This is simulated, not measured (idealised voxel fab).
voxel gate over fins: a process module
The cross-section shown here is cut; it is 260 nm wide and divided into square cells measuring 5 nm on a side.
Cross-section spec: square-cell grid; bands listed top down; each band is one or more rows.
Per band: top height and bottom height in nm, followed by the left-to-right materials and their widths in nm; "edge to edge" marks a single material spanning edge to edge, "empty" marks empty space.
Heights are expressed relative to 0, this being the level below which the as-received wafer comprises one material exclusively. The lowest band is unbounded in the downward direction and is denoted as in "0 and below".
The width entry "30 to 40" should be interpreted row by row: the top row of cells in the band takes the first number, the bottom row takes the second number, and the change between adjacent rows is uniform throughout.
"changes: none" for a step: no cell of the cross-section changed in that step.
Reported under the label "Internal closed voids" are the empty spaces having no open way to the top and comprising 8 cells or more; the notation for each is width x height at distance, in which the distance is measured from the left edge and all three values are in nm.
Past the settings on a step's line: simulator remark, on that step.
The setting "overlay nm" may be written on the line of a step. When the step uses a mask, the value reports how far to the right of the planned place the mask lay, and a negative value reports that it lay to the left.
Each of the pairs that make up the rest of this document says: here is the cross-section before one process step, here is the cross-section after it, drawn only down to the lowest band that changed, and here, under the pair, is the step lying between them with its settings. Different pairs may come from different runs of this module on the same starting wafer, so a pair continues from the pair above it only where its entry headed "Prior to step" says so.
### Prior to step
  15 down to 10 = 35 of empty / 35 of TiAl / 15 of empty / 35 of TiAl / 15 of empty / 35 of TiAl / 15 of empty / 35 of TiAl / 40 of empty
  10 down to 5 = 35 of empty / 5 of TiAl / 25 of TiN / 5 of TiAl / 15 of empty / 5 of TiAl / 25 of TiN / 5 of TiAl / 15 of empty / 5 of TiAl / 25 of TiN / 5 of TiAl / 15 of empty / 5 of TiAl / 25 of TiN / 5 of TiAl / 40 of empty
  5 down to 0 = 35 of empty / 5 of TiAl / 5 of TiN / 15 of HfO2 / 5 of TiN / 5 of TiAl / 15 of empty / 5 of TiAl / 5 of TiN / 15 of HfO2 / 5 of TiN / 5 of TiAl / 15 of empty / 5 of TiAl / 5 of TiN / 15 of HfO2 / 5 of TiN / 5 of TiAl / 15 of empty / 5 of TiAl / 5 of TiN / 15 of HfO2 / 5 of TiN / 5 of TiAl / 40 of empty
  0 down to -5 = 35 of empty / 5 of TiAl / 5 of TiN / 5 of HfO2 / 5 of Si / 5 of HfO2 / 5 of TiN / 25 of TiAl / 5 of TiN / 5 of HfO2 / 5 of Si / 5 of HfO2 / 5 of TiN / 5 of TiAl / 15 of empty / 5 of TiAl / 5 of TiN / 5 of HfO2 / 5 of Si / 5 of HfO2 / 5 of TiN / 5 of TiAl / 15 of empty / 5 of TiAl / 5 of TiN / 5 of HfO2 / 5 of Si / 5 of HfO2 / 5 of TiN / 5 of TiAl / 40 of empty
  -5 down to -10 = 35 of empty / 5 of TiAl / 5 of TiN / 5 of HfO2 / 5 of Si / 5 of HfO2 / 35 of TiN / 5 of HfO2 / 5 of Si / 5 of HfO2 / 5 of TiN / 5 of TiAl / 15 of empty / 5 of TiAl / 5 of TiN / 5 of HfO2 / 5 of Si / 5 of HfO2 / 5 of TiN / 5 of TiAl / 15 of empty / 5 of TiAl / 5 of TiN / 5 of HfO2 / 5 of Si / 5 of HfO2 / 5 of TiN / 5 of TiAl / 40 of empty
  -10 down to -15 = 40 of TiAl / 5 of TiN / 5 of HfO2 / 5 of Si / 5 of HfO2 / 5 of TiN / 25 of HfO2 / 5 of TiN / 5 of HfO2 / 5 of Si / 5 of HfO2 / 5 of TiN / 25 of TiAl / 5 of TiN / 5 of HfO2 / 5 of Si / 5 of HfO2 / 5 of TiN / 25 of TiAl / 5 of TiN / 5 of HfO2 / 5 of Si / 5 of HfO2 / 5 of TiN / 45 of TiAl
  -15 down to -20 = 45 of TiN / 5 of HfO2 / 5 of Si / 5 of HfO2 / 5 of TiN / 5 of HfO2 / 5 of TiN / 5 of Ru / 5 of TiN / 5 of HfO2 / 5 of TiN / 5 of HfO2 / 5 of Si / 5 of HfO2 / 35 of TiN / 5 of HfO2 / 5 of Si / 5 of HfO2 / 35 of TiN / 5 of HfO2 / 5 of Si / 5 of HfO2 / 50 of TiN
  -20 down to -25 = 50 of HfO2 / 5 of Si / 15 of HfO2 / 5 of TiN / 5 of Ru / 5 of TiN / 15 of HfO2 / 5 of Si / 45 of HfO2 / 5 of Si / 45 of HfO2 / 5 of Si / 55 of HfO2
  -25 down to -30 = 50 of SiO2 / 5 of Si / 15 of SiO2 / 15 of TiN / 15 of SiO2 / 5 of Si / 45 of SiO2 / 5 of Si / 45 of SiO2 / 5 of Si / 55 of SiO2
  -30 down to -40 = 50 of SiO2 / 5 of Si / 45 of SiO2 / 5 of Si / 45 of SiO2 / 5 of Si / 45 of SiO2 / 5 of Si / 55 of SiO2
  -40 and below = Si edge to edge
  Internal closed voids: none
### Step Outcome
  20 down to 15 = 30 of empty / 45 of TiN / 5 of empty / 45 of TiN / 5 of empty / 45 of TiN / 5 of empty / 45 of TiN / 35 of empty
  15 down to 10 = 30 of empty / 5 of TiN / 35 of TiAl / 5 of TiN / 5 of empty / 5 of TiN / 35 of TiAl / 5 of TiN / 5 of empty / 5 of TiN / 35 of TiAl / 5 of TiN / 5 of empty / 5 of TiN / 35 of TiAl / 5 of TiN / 35 of empty
  10 down to 5 = 30 of empty / 5 of TiN / 5 of TiAl / 25 of TiN / 5 of TiAl / 5 of TiN / 5 of empty / 5 of TiN / 5 of TiAl / 25 of TiN / 5 of TiAl / 5 of TiN / 5 of empty / 5 of TiN / 5 of TiAl / 25 of TiN / 5 of TiAl / 5 of TiN / 5 of empty / 5 of TiN / 5 of TiAl / 25 of TiN / 5 of TiAl / 5 of TiN / 35 of empty
  5 down to 0 = 30 of empty / 5 of TiN / 5 of TiAl / 5 of TiN / 15 of HfO2 / 5 of TiN / 5 of TiAl / 15 of TiN / 5 of TiAl / 5 of TiN / 15 of HfO2 / 5 of TiN / 5 of TiAl / 5 of TiN / 5 of empty / 5 of TiN / 5 of TiAl / 5 of TiN / 15 of HfO2 / 5 of TiN / 5 of TiAl / 5 of TiN / 5 of empty / 5 of TiN / 5 of TiAl / 5 of TiN / 15 of HfO2 / 5 of TiN / 5 of TiAl / 5 of TiN / 35 of empty
  0 down to -5 = 30 of empty / 5 of TiN / 5 of TiAl / 5 of TiN / 5 of HfO2 / 5 of Si / 5 of HfO2 / 5 of TiN / 25 of TiAl / 5 of TiN / 5 of HfO2 / 5 of Si / 5 of HfO2 / 5 of TiN / 5 of TiAl / 5 of TiN / 5 of empty / 5 of TiN / 5 of TiAl / 5 of TiN / 5 of HfO2 / 5 of Si / 5 of HfO2 / 5 of TiN / 5 of TiAl / 5 of TiN / 5 of empty / 5 of TiN / 5 of TiAl / 5 of TiN / 5 of HfO2 / 5 of Si / 5 of HfO2 / 5 of TiN / 5 of TiAl / 5 of TiN / 35 of empty
  -5 down to -10 = 35 of TiN / 5 of TiAl / 5 of TiN / 5 of HfO2 / 5 of Si / 5 of HfO2 / 35 of TiN / 5 of HfO2 / 5 of Si / 5 of HfO2 / 5 of TiN / 5 of TiAl / 15 of TiN / 5 of TiAl / 5 of TiN / 5 of HfO2 / 5 of Si / 5 of HfO2 / 5 of TiN / 5 of TiAl / 15 of TiN / 5 of TiAl / 5 of TiN / 5 of HfO2 / 5 of Si / 5 of HfO2 / 5 of TiN / 5 of TiAl / 40 of TiN
  Below -10 it's all the same as before, nothing changed down there.
  Internal closed voids: none
The structure goes from the before cross-section above to the after cross-section through CONFORMAL_DEP | material TiN | thk nm 5
Prior to step: carried over from the after image of the pair right above.
### Step Outcome
  30 down to 20 = W edge to edge
  20 down to 15 = 30 of W / 45 of TiN / 5 of W / 45 of TiN / 5 of W / 45 of TiN / 5 of W / 45 of TiN / 35 of W
  15 down to 10 = 30 of W / 5 of TiN / 35 of TiAl / 5 of TiN / 5 of W / 5 of TiN / 35 of TiAl / 5 of TiN / 5 of W / 5 of TiN / 35 of TiAl / 5 of TiN / 5 of W / 5 of TiN / 35 of TiAl / 5 of TiN / 35 of W
  10 down to 5 = 30 of W / 5 of TiN / 5 of TiAl / 25 of TiN / 5 of TiAl / 5 of TiN / 5 of W / 5 of TiN / 5 of TiAl / 25 of TiN / 5 of TiAl / 5 of TiN / 5 of W / 5 of TiN / 5 of TiAl / 25 of TiN / 5 of TiAl / 5 of TiN / 5 of W / 5 of TiN / 5 of TiAl / 25 of TiN / 5 of TiAl / 5 of TiN / 35 of W
  5 down to 0 = 30 of W / 5 of TiN / 5 of TiAl / 5 of TiN / 15 of HfO2 / 5 of TiN / 5 of TiAl / 15 of TiN / 5 of TiAl / 5 of TiN / 15 of HfO2 / 5 of TiN / 5 of TiAl / 5 of TiN / 5 of W / 5 of TiN / 5 of TiAl / 5 of TiN / 15 of HfO2 / 5 of TiN / 5 of TiAl / 5 of TiN / 5 of W / 5 of TiN / 5 of TiAl / 5 of TiN / 15 of HfO2 / 5 of TiN / 5 of TiAl / 5 of TiN / 35 of W
  0 down to -5 = 30 of W / 5 of TiN / 5 of TiAl / 5 of TiN / 5 of HfO2 / 5 of Si / 5 of HfO2 / 5 of TiN / 25 of TiAl / 5 of TiN / 5 of HfO2 / 5 of Si / 5 of HfO2 / 5 of TiN / 5 of TiAl / 5 of TiN / 5 of W / 5 of TiN / 5 of TiAl / 5 of TiN / 5 of HfO2 / 5 of Si / 5 of HfO2 / 5 of TiN / 5 of TiAl / 5 of TiN / 5 of W / 5 of TiN / 5 of TiAl / 5 of TiN / 5 of HfO2 / 5 of Si / 5 of HfO2 / 5 of TiN / 5 of TiAl / 5 of TiN / 35 of W
  Below -5 it's all the same as before, nothing changed down there.
  Internal closed voids: none
The structure goes from the before cross-section above to the after cross-section through FILL_DEP | material W | thk nm 10
Prior to step: carried over from the after image of the pair right above.
### Step Outcome
  25 down to 20 = W edge to edge
  Below 20 it's all the same as before, nothing changed down there.
  Internal closed voids: none
The structure goes from the before cross-section above to the after cross-section through CMP | height nm 25
Prior to step: carried over from the after image of the pair right above.
### Step Outcome
  30 down to 25 = SiCN edge to edge
  Below 25 it's all the same as before, nothing changed down there.
  Internal closed voids: none
The structure goes from the before cross-section above to the after cross-section through CONFORMAL_DEP | material SiCN | thk nm 5
### Prior to step
  0 down to -10 = 50 of empty / 5 of Si / 45 of empty / 5 of Si / 45 of empty / 5 of Si / 45 of empty / 5 of Si / 55 of empty
  -10 down to -15 = 50 of SiO2 / 5 of Si / 45 of SiO2 / 5 of Si / 45 of SiO2 / 5 of Si / 45 of SiO2 / 5 of Si / 55 of SiO2
  -15 down to -25 = 50 of SiO2 / 5 of Si / 15 of SiO2 / 5 of TiN / 5 of Ru / 5 of TiN / 15 of SiO2 / 5 of Si / 45 of SiO2 / 5 of Si / 45 of SiO2 / 5 of Si / 55 of SiO2
  -25 down to -30 = 50 of SiO2 / 5 of Si / 15 of SiO2 / 15 of TiN / 15 of SiO2 / 5 of Si / 45 of SiO2 / 5 of Si / 45 of SiO2 / 5 of Si / 55 of SiO2
  -30 down to -40 = 50 of SiO2 / 5 of Si / 45 of SiO2 / 5 of Si / 45 of SiO2 / 5 of Si / 45 of SiO2 / 5 of Si / 55 of SiO2
  -40 and below = Si edge to edge
  Internal closed voids: none
### Step Outcome
  5 down to 0 = 45 of empty / 15 of TiN / 35 of empty / 15 of TiN / 35 of empty / 15 of TiN / 35 of empty / 15 of TiN / 50 of empty
  0 down to -5 = 45 of empty / 5 of TiN / 5 of Si / 5 of TiN / 35 of empty / 5 of TiN / 5 of Si / 5 of TiN / 35 of empty / 5 of TiN / 5 of Si / 5 of TiN / 35 of empty / 5 of TiN / 5 of Si / 5 of TiN / 50 of empty
  -5 down to -10 = 50 of TiN / 5 of Si / 45 of TiN / 5 of Si / 45 of TiN / 5 of Si / 45 of TiN / 5 of Si / 55 of TiN
  Below -10 it's all the same as before, nothing changed down there.
  Internal closed voids: none
The structure goes from the before cross-section above to the after cross-section through CONFORMAL_DEP | material TiN | thk nm 5
Prior to step: carried over from the after image of the pair right above.
### Step Outcome
  10 down to 5 = 40 of empty / 25 of HfO2 / 25 of empty / 25 of HfO2 / 25 of empty / 25 of HfO2 / 25 of empty / 25 of HfO2 / 45 of empty
  5 down to 0 = 40 of empty / 5 of HfO2 / 15 of TiN / 5 of HfO2 / 25 of empty / 5 of HfO2 / 15 of TiN / 5 of HfO2 / 25 of empty / 5 of HfO2 / 15 of TiN / 5 of HfO2 / 25 of empty / 5 of HfO2 / 15 of TiN / 5 of HfO2 / 45 of empty
  0 down to -5 = 45 of HfO2 / 5 of TiN / 5 of Si / 5 of TiN / 35 of HfO2 / 5 of TiN / 5 of Si / 5 of TiN / 35 of HfO2 / 5 of TiN / 5 of Si / 5 of TiN / 35 of HfO2 / 5 of TiN / 5 of Si / 5 of TiN / 50 of HfO2
  Below -5 it's all the same as before, nothing changed down there.
  Internal closed voids: none
The structure goes from the before cross-section above to the after cross-section through CONFORMAL_DEP | material HfO2 | thk nm 5
Prior to step: carried over from the after image of the pair right above.
### Step Outcome
  15 down to 10 = 35 of empty / 35 of TiAl / 15 of empty / 35 of TiAl / 15 of empty / 35 of TiAl / 15 of empty / 35 of TiAl / 40 of empty
  10 down to 5 = 35 of empty / 5 of TiAl / 25 of HfO2 / 5 of TiAl / 15 of empty / 5 of TiAl / 25 of HfO2 / 5 of TiAl / 15 of empty / 5 of TiAl / 25 of HfO2 / 5 of TiAl / 15 of empty / 5 of TiAl / 25 of HfO2 / 5 of TiAl / 40 of empty
  5 down to 0 = 40 of TiAl / 5 of HfO2 / 15 of TiN / 5 of HfO2 / 25 of TiAl / 5 of HfO2 / 15 of TiN / 5 of HfO2 / 25 of TiAl / 5 of HfO2 / 15 of TiN / 5 of HfO2 / 25 of TiAl / 5 of HfO2 / 15 of TiN / 5 of HfO2 / 45 of TiAl
  Below 0 it's all the same as before, nothing changed down there.
  Internal closed voids: none
The structure goes from the before cross-section above to the after cross-section through CONFORMAL_DEP | material TiAl | thk nm 5
Prior to step: carried over from the after image of the pair right above.
### Step Outcome
  20 down to 15 = 30 of empty / 45 of TiN / 5 of empty / 45 of TiN / 5 of empty / 45 of TiN / 5 of empty / 45 of TiN / 35 of empty
  15 down to 10 = 30 of empty / 5 of TiN / 35 of TiAl / 5 of TiN / 5 of empty / 5 of TiN / 35 of TiAl / 5 of TiN / 5 of empty / 5 of TiN / 35 of TiAl / 5 of TiN / 5 of empty / 5 of TiN / 35 of TiAl / 5 of TiN / 35 of empty
  10 down to 5 = 35 of TiN / 5 of TiAl / 25 of HfO2 / 5 of TiAl / 15 of TiN / 5 of TiAl / 25 of HfO2 / 5 of TiAl / 15 of TiN / 5 of TiAl / 25 of HfO2 / 5 of TiAl / 15 of TiN / 5 of TiAl / 25 of HfO2 / 5 of TiAl / 40 of TiN
  Below 5 it's all the same as before, nothing changed down there.
  Internal closed voids: none
The structure goes from the before cross-section above to the after cross-section through CONFORMAL_DEP | material TiN | thk nm 5
Prior to step: carried over from the after image of the pair right above.
### Step Outcome
  30 down to 20 = W edge to edge
  20 down to 15 = 30 of W / 45 of TiN / 5 of W / 45 of TiN / 5 of W / 45 of TiN / 5 of W / 45 of TiN / 35 of W
  15 down to 10 = 30 of W / 5 of TiN / 35 of TiAl / 5 of TiN / 5 of W / 5 of TiN / 35 of TiAl / 5 of TiN / 5 of W / 5 of TiN / 35 of TiAl / 5 of TiN / 5 of W / 5 of TiN / 35 of TiAl / 5 of TiN / 35 of W
  Below 10 it's all the same as before, nothing changed down there.
  Internal closed voids: none
The structure goes from the before cross-section above to the after cross-section through FILL_DEP | material W | thk nm 10
Prior to step: carried over from the after image of the pair right above.
### Step Outcome
  25 down to 20 = W edge to edge
  Below 20 it's all the same as before, nothing changed down there.
  Internal closed voids: none
The structure goes from the before cross-section above to the after cross-section through CMP | height nm 25
Prior to step: carried over from the after image of the pair right above.
### Step Outcome
  30 down to 25 = SiCN edge to edge
  Below 25 it's all the same as before, nothing changed down there.
  Internal closed voids: none
The structure goes from the before cross-section above to the after cross-section through CONFORMAL_DEP | material SiCN | thk nm 5
### Prior to step
  5 down to 0 = 45 of SiO2 / 15 of SiN / 35 of SiO2 / 15 of SiN / 35 of SiO2 / 15 of SiN / 35 of SiO2 / 15 of SiN / 50 of SiO2
  0 down to -15 = 50 of SiO2 / 5 of Si / 45 of SiO2 / 5 of Si / 45 of SiO2 / 5 of Si / 45 of SiO2 / 5 of Si / 55 of SiO2
  -15 down to -25 = 50 of SiO2 / 5 of Si / 15 of SiO2 / 5 of TiN / 5 of Ru / 5 of TiN / 15 of SiO2 / 5 of Si / 45 of SiO2 / 5 of Si / 45 of SiO2 / 5 of Si / 55 of SiO2
  -25 down to -30 = 50 of SiO2 / 5 of Si / 15 of SiO2 / 15 of TiN / 15 of SiO2 / 5 of Si / 45 of SiO2 / 5 of Si / 45 of SiO2 / 5 of Si / 55 of SiO2
  -30 down to -40 = 50 of SiO2 / 5 of Si / 45 of SiO2 / 5 of Si / 45 of SiO2 / 5 of Si / 45 of SiO2 / 5 of Si / 55 of SiO2
  -40 and below = Si edge to edge
  Internal closed voids: none
### Step Outcome
  5 down to 0 = 45 of empty / 15 of SiN / 35 of empty / 15 of SiN / 35 of empty / 15 of SiN / 35 of empty / 15 of SiN / 50 of empty
  Below 0 it's all the same as before, nothing changed down there.
  Internal closed voids: none
The structure goes from the before cross-section above to the after cross-section through SELECTIVE_ETCH | etch materials SiO2 | depth nm 5
Prior to step: carried over from the after image of the pair right above.
### Step Outcome
  0 down to -15 = 50 of SiO2 / 5 of Si / 45 of SiO2 / 5 of Si / 45 of SiO2 / 5 of Si / 45 of SiO2 / 5 of Si / 55 of SiO2
  Below -15 it's all the same as before, nothing changed down there.
  Internal closed voids: none
The structure goes from the before cross-section above to the after cross-section through STRIP | etch materials SiN
Prior to step: carried over from the after image of the pair right above.
### Step Outcome
  5 down to 0 = HfO2 edge to edge
  Below 0 it's all the same as before, nothing changed down there.
  Internal closed voids: none
The structure goes from the before cross-section above to the after cross-section through CONFORMAL_DEP | material HfO2 | thk nm 5
Prior to step: carried over from the after image of the pair right above.
### Step Outcome
  10 down to 5 = TiN edge to edge
  Below 5 it's all the same as before, nothing changed down there.
  Internal closed voids: none
The structure goes from the before cross-section above to the after cross-section through CONFORMAL_DEP | material TiN | thk nm 5
Prior to step: carried over from the after image of the pair right above.
### Step Outcome
  15 down to 10 = TiAl edge to edge
  Below 10 it's all the same as before, nothing changed down there.
  Internal closed voids: none
The structure goes from the before cross-section above to the after cross-section through CONFORMAL_DEP | material TiAl | thk nm 5
Prior to step: carried over from the after image of the pair right above.
### Step Outcome
  20 down to 15 = TiN edge to edge
  Below 15 it's all the same as before, nothing changed down there.
  Internal closed voids: none
The structure goes from the before cross-section above to the after cross-section through CONFORMAL_DEP | material TiN | thk nm 5
Prior to step: carried over from the after image of the pair right above.
### Step Outcome
  30 down to 20 = W edge to edge
  Below 20 it's all the same as before, nothing changed down there.
  Internal closed voids: none
The structure goes from the before cross-section above to the after cross-section through FILL_DEP | material W | thk nm 10
Prior to step: carried over from the after image of the pair right above.
### Step Outcome
  25 down to 20 = W edge to edge
  Below 20 it's all the same as before, nothing changed down there.
  Internal closed voids: none
The structure goes from the before cross-section above to the after cross-section through CMP | height nm 25
Prior to step: carried over from the after image of the pair right above.
### Step Outcome
  30 down to 25 = SiCN edge to edge
  Below 25 it's all the same as before, nothing changed down there.
  Internal closed voids: none
The structure goes from the before cross-section above to the after cross-section through CONFORMAL_DEP | material SiCN | thk nm 5
### Prior to step
  5 down to 0 = SiN edge to edge
  0 and below = Si edge to edge
  Internal closed voids: none
### Step Outcome
  5 down to 0 = 45 of empty / 20 of SiN / 30 of empty / 20 of SiN / 30 of empty / 20 of SiN / 30 of empty / 20 of SiN / 45 of empty
  Below 0 it's all the same as before, nothing changed down there.
  Internal closed voids: none
The structure goes from the before cross-section above to the after cross-section through MASKED_ETCH | tone cover | mask id FINS | width nm 20 | pitch nm 50 | etch materials SiN | depth nm 5 | overlay nm 0
Prior to step: carried over from the after image of the pair right above.
### Step Outcome
  5 down to 0 = 45 of empty / 20 of SiN / 30 of empty / 20 of SiN / 30 of empty / 20 of SiN / 30 of empty / 20 of SiN / 45 of empty
  0 down to -35 = 45 of empty / 20 of Si / 30 of empty / 20 of Si / 30 of empty / 20 of Si / 30 of empty / 20 of Si / 45 of empty
  Below -35 it's all the same as before, nothing changed down there.
  Internal closed voids: none
The structure goes from the before cross-section above to the after cross-section through MASKED_ETCH | tone cover | mask id FINS | width nm 15 | pitch nm 50 | etch materials Si | depth nm 35 | overlay nm 0
Prior to step: carried over from the after image of the pair right above.
### Step Outcome
  5 down to 0 = 45 of empty / 20 of SiN / 30 of empty / 20 of SiN / 30 of empty / 20 of SiN / 30 of empty / 20 of SiN / 45 of empty
  0 down to -35 = 45 of empty / 5 of SiO2 / 10 of Si / 5 of SiO2 / 30 of empty / 5 of SiO2 / 10 of Si / 5 of SiO2 / 30 of empty / 5 of SiO2 / 10 of Si / 5 of SiO2 / 30 of empty / 5 of SiO2 / 10 of Si / 5 of SiO2 / 45 of empty
  -35 down to -40 = 50 of SiO2 / 10 of Si / 40 of SiO2 / 10 of Si / 40 of SiO2 / 10 of Si / 40 of SiO2 / 10 of Si / 50 of SiO2
  Below -40 it's all the same as before, nothing changed down there.
  Internal closed voids: none
The structure goes from the before cross-section above to the after cross-section through OXIDIZE | depth nm 5
Prior to step: carried over from the after image of the pair right above.
### Step Outcome
  20 down to 5 = SiO2 edge to edge
  5 down to 0 = 45 of SiO2 / 20 of SiN / 30 of SiO2 / 20 of SiN / 30 of SiO2 / 20 of SiN / 30 of SiO2 / 20 of SiN / 45 of SiO2
  0 down to -40 = 50 of SiO2 / 10 of Si / 40 of SiO2 / 10 of Si / 40 of SiO2 / 10 of Si / 40 of SiO2 / 10 of Si / 50 of SiO2
  Below -40 it's all the same as before, nothing changed down there.
  Internal closed voids: none
The structure goes from the before cross-section above to the after cross-section through FILL_DEP | material SiO2 | thk nm 15
Prior to step: carried over from the after image of the pair right above.
### Step Outcome
  5 down to 0 = 45 of SiO2 / 20 of SiN / 30 of SiO2 / 20 of SiN / 30 of SiO2 / 20 of SiN / 30 of SiO2 / 20 of SiN / 45 of SiO2
  Below 0 it's all the same as before, nothing changed down there.
  Internal closed voids: none
The structure goes from the before cross-section above to the after cross-section through CMP | height nm 5
Prior to step: carried over from the after image of the pair right above.
### Step Outcome
  5 down to 0 = 45 of SiO2 / 20 of SiN / 5 of SiO2 / 15 of empty / 10 of SiO2 / 20 of SiN / 30 of SiO2 / 20 of SiN / 30 of SiO2 / 20 of SiN / 45 of SiO2
  0 down to -30 = 50 of SiO2 / 10 of Si / 10 of SiO2 / 15 of empty / 15 of SiO2 / 10 of Si / 40 of SiO2 / 10 of Si / 40 of SiO2 / 10 of Si / 50 of SiO2
  Below -30 it's all the same as before, nothing changed down there.
  Internal closed voids: none
The structure goes from the before cross-section above to the after cross-section through MASKED_ETCH | tone open | mask id RAIL | width nm 15 | etch materials SiO2 | depth nm 35 | overlay nm 0
Prior to step: carried over from the after image of the pair right above.
### Step Outcome
  10 down to 5 = 75 of TiN / 5 of empty / 180 of TiN
  5 down to 0 = 45 of SiO2 / 20 of SiN / 5 of SiO2 / 5 of TiN / 5 of empty / 5 of TiN / 10 of SiO2 / 20 of SiN / 30 of SiO2 / 20 of SiN / 30 of SiO2 / 20 of SiN / 45 of SiO2
  0 down to -25 = 50 of SiO2 / 10 of Si / 10 of SiO2 / 5 of TiN / 5 of empty / 5 of TiN / 15 of SiO2 / 10 of Si / 40 of SiO2 / 10 of Si / 40 of SiO2 / 10 of Si / 50 of SiO2
  -25 down to -30 = 50 of SiO2 / 10 of Si / 10 of SiO2 / 15 of TiN / 15 of SiO2 / 10 of Si / 40 of SiO2 / 10 of Si / 40 of SiO2 / 10 of Si / 50 of SiO2
  Below -30 it's all the same as before, nothing changed down there.
  Internal closed voids: none
The structure goes from the before cross-section above to the after cross-section through CONFORMAL_DEP | material TiN | thk nm 5
Prior to step: carried over from the after image of the pair right above.
### Step Outcome
  15 down to 10 = Ru edge to edge
  10 down to 5 = 75 of TiN / 5 of Ru / 180 of TiN
  5 down to 0 = 45 of SiO2 / 20 of SiN / 5 of SiO2 / 5 of TiN / 5 of Ru / 5 of TiN / 10 of SiO2 / 20 of SiN / 30 of SiO2 / 20 of SiN / 30 of SiO2 / 20 of SiN / 45 of SiO2
  0 down to -25 = 50 of SiO2 / 10 of Si / 10 of SiO2 / 5 of TiN / 5 of Ru / 5 of TiN / 15 of SiO2 / 10 of Si / 40 of SiO2 / 10 of Si / 40 of SiO2 / 10 of Si / 50 of SiO2
  Below -25 it's all the same as before, nothing changed down there.
  Internal closed voids: none
The structure goes from the before cross-section above to the after cross-section through FILL_DEP | material Ru | thk nm 5
Prior to step: carried over from the after image of the pair right above.
### Step Outcome
  5 down to 0 = 45 of SiO2 / 20 of SiN / 5 of SiO2 / 5 of TiN / 5 of Ru / 5 of TiN / 10 of SiO2 / 20 of SiN / 30 of SiO2 / 20 of SiN / 30 of SiO2 / 20 of SiN / 45 of SiO2
  Below 0 it's all the same as before, nothing changed down there.
  Internal closed voids: none
The structure goes from the before cross-section above to the after cross-section through CMP | height nm 5
Prior to step: carried over from the after image of the pair right above.
### Step Outcome
  5 down to 0 = 45 of SiO2 / 20 of SiN / 5 of SiO2 / 15 of empty / 10 of SiO2 / 20 of SiN / 30 of SiO2 / 20 of SiN / 30 of SiO2 / 20 of SiN / 45 of SiO2
  0 down to -15 = 50 of SiO2 / 10 of Si / 10 of SiO2 / 15 of empty / 15 of SiO2 / 10 of Si / 40 of SiO2 / 10 of Si / 40 of SiO2 / 10 of Si / 50 of SiO2
  Below -15 it's all the same as before, nothing changed down there.
  Internal closed voids: none
The structure goes from the before cross-section above to the after cross-section through SELECTIVE_ETCH | etch materials W Ru TiN | depth nm 20
Prior to step: carried over from the after image of the pair right above.
### Step Outcome
  10 down to 5 = SiO2 edge to edge
  5 down to 0 = 45 of SiO2 / 20 of SiN / 30 of SiO2 / 20 of SiN / 30 of SiO2 / 20 of SiN / 30 of SiO2 / 20 of SiN / 45 of SiO2
  0 down to -15 = 50 of SiO2 / 10 of Si / 40 of SiO2 / 10 of Si / 40 of SiO2 / 10 of Si / 40 of SiO2 / 10 of Si / 50 of SiO2
  Below -15 it's all the same as before, nothing changed down there.
  Internal closed voids: none
The structure goes from the before cross-section above to the after cross-section through FILL_DEP | material SiO2 | thk nm 5
Prior to step: carried over from the after image of the pair right above.
### Step Outcome
  5 down to 0 = 45 of SiO2 / 20 of SiN / 30 of SiO2 / 20 of SiN / 30 of SiO2 / 20 of SiN / 30 of SiO2 / 20 of SiN / 45 of SiO2
  Below 0 it's all the same as before, nothing changed down there.
  Internal closed voids: none
The structure goes from the before cross-section above to the after cross-section through CMP | height nm 5
Prior to step: carried over from the after image of the pair right above.
### Step Outcome
  5 down to 0 = 45 of empty / 20 of SiN / 30 of empty / 20 of SiN / 30 of empty / 20 of SiN / 30 of empty / 20 of SiN / 45 of empty
  0 down to -10 = 50 of empty / 10 of Si / 40 of empty / 10 of Si / 40 of empty / 10 of Si / 40 of empty / 10 of Si / 50 of empty
  Below -10 it's all the same as before, nothing changed down there.
  Internal closed voids: none
The structure goes from the before cross-section above to the after cross-section through SELECTIVE_ETCH | etch materials SiO2 | depth nm 15
Prior to step: carried over from the after image of the pair right above.
### Step Outcome
  0 down to -10 = 50 of empty / 10 of Si / 40 of empty / 10 of Si / 40 of empty / 10 of Si / 40 of empty / 10 of Si / 50 of empty
  Below -10 it's all the same as before, nothing changed down there.
  Internal closed voids: none
The structure goes from the before cross-section above to the after cross-section through STRIP | etch materials SiN
Prior to step: carried over from the after image of the pair right above.
### Step Outcome
  5 down to 0 = 45 of empty / 20 of HfO2 / 30 of empty / 20 of HfO2 / 30 of empty / 20 of HfO2 / 30 of empty / 20 of HfO2 / 45 of empty
  0 down to -5 = 45 of empty / 5 of HfO2 / 10 of Si / 5 of HfO2 / 30 of empty / 5 of HfO2 / 10 of Si / 5 of HfO2 / 30 of empty / 5 of HfO2 / 10 of Si / 5 of HfO2 / 30 of empty / 5 of HfO2 / 10 of Si / 5 of HfO2 / 45 of empty
  -5 down to -10 = 50 of HfO2 / 10 of Si / 40 of HfO2 / 10 of Si / 40 of HfO2 / 10 of Si / 40 of HfO2 / 10 of Si / 50 of HfO2
  Below -10 it's all the same as before, nothing changed down there.
  Internal closed voids: none
The structure goes from the before cross-section above to the after cross-section through CONFORMAL_DEP | material HfO2 | thk nm 5
Prior to step: carried over from the after image of the pair right above.
### Step Outcome
  10 down to 5 = 40 of empty / 30 of TiN / 20 of empty / 30 of TiN / 20 of empty / 30 of TiN / 20 of empty / 30 of TiN / 40 of empty
  5 down to 0 = 40 of empty / 5 of TiN / 20 of HfO2 / 5 of TiN / 20 of empty / 5 of TiN / 20 of HfO2 / 5 of TiN / 20 of empty / 5 of TiN / 20 of HfO2 / 5 of TiN / 20 of empty / 5 of TiN / 20 of HfO2 / 5 of TiN / 40 of empty
  0 down to -5 = 45 of TiN / 5 of HfO2 / 10 of Si / 5 of HfO2 / 30 of TiN / 5 of HfO2 / 10 of Si / 5 of HfO2 / 30 of TiN / 5 of HfO2 / 10 of Si / 5 of HfO2 / 30 of TiN / 5 of HfO2 / 10 of Si / 5 of HfO2 / 45 of TiN
  Below -5 it's all the same as before, nothing changed down there.
  Internal closed voids: none
The structure goes from the before cross-section above to the after cross-section through CONFORMAL_DEP | material TiN | thk nm 5
